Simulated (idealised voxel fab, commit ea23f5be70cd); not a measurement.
process module | voxel self aligned contacts
cross-section cut | 170 nm wide | cells 5 nm
A cross-section is a grid of square cells, given in bands from the top down. A band is one or more rows of cells.
Each band's line starts with the height of the band's top and of its bottom, in nm. Then come its materials from left to right, each with its width in nm. One material with "throughout" fills the band from edge to edge. "air" is empty space.
Height 0 is the level under which the wafer as received is all one material. The lowest band goes on downwards, as in "0 down".
A width such as "30 to 40" changes by the same amount from each row of cells to the next, from the band's top row to its bottom row.
"no change" after a step means that no cell of the cross-section changed.
closed voids: empty space of 8 cells or more with no open way to the top, each as width x height at its distance from the left edge, in nm
after a step's settings: what the simulator itself notes on the step
overlay nm, on a step with a mask: how far to the right of its planned place the mask lay; to the left if negative
plan
1 op RECEIVE | material Si
2 op OXIDIZE | depth nm 5
3 op DIRECTIONAL_DEP | material polySi | thk nm 25
4 op DIRECTIONAL_DEP | material SiN | thk nm 20
5 op DIRECTIONAL_DEP | material aC | thk nm 10
6 op PATTERN | tone cover | mask id GATE | material resist | width nm 30 | pitch nm 65 | thk nm 30 | overlay nm 0
7 op DIRECTIONAL_ETCH | etch materials aC | depth nm 10
8 op STRIP | etch materials resist
9 op DIRECTIONAL_ETCH | etch materials SiN | depth nm 20
10 op DIRECTIONAL_ETCH | etch materials polySi | depth nm 25
11 op STRIP | etch materials aC
12 op CONFORMAL_DEP | material SiN | thk nm 10
13 op DIRECTIONAL_ETCH | etch materials SiN | depth nm 10
14 op FILL_DEP | material SiO2 | thk nm 20
15 op CMP | height nm 55
16 op DIRECTIONAL_DEP | material aC | thk nm 10
17 op PATTERN | tone open | mask id CONTACT | material resist | width nm 45 | thk nm 25 | overlay nm 0
18 op DIRECTIONAL_ETCH | etch materials aC | depth nm 10
19 op STRIP | etch materials resist
20 op DIRECTIONAL_ETCH | etch materials SiO2 | depth nm 60
21 op STRIP | etch materials aC
22 op CONFORMAL_DEP | material TiN | thk nm 5
23 op FILL_DEP | material Ru | thk nm 10
24 op CMP | height nm 55
25 op CONFORMAL_DEP | material SiCN | thk nm 5
as received, after step 1
  0 down: Si throughout
  closed voids: none
a wafer at the end: this start, this plan, one mistake
  60 to 55: SiCN throughout
  55 to 50: SiO2 60 | TiN 5 | Ru 35 | TiN 5 | SiO2 65
  50 to 45: SiO2 60 | TiN 45 | SiO2 65
  45 to 25: SiO2 20 | SiN 60 | TiN 5 | SiN 60 | SiO2 25
  25 to 0: SiO2 20 | SiN 10 | polySi 40 | SiN 10 | TiN 5 | SiN 10 | polySi 40 | SiN 10 | SiO2 25
  0 to -5: SiO2 80 | TiN 5 | SiO2 85
  -5 down: Si throughout
  closed voids: none
what went wrong: step 6 ran as: op PATTERN | tone cover | mask id GATE | material resist | width nm 40 | pitch nm 65 | thk nm 30 | overlay nm 0
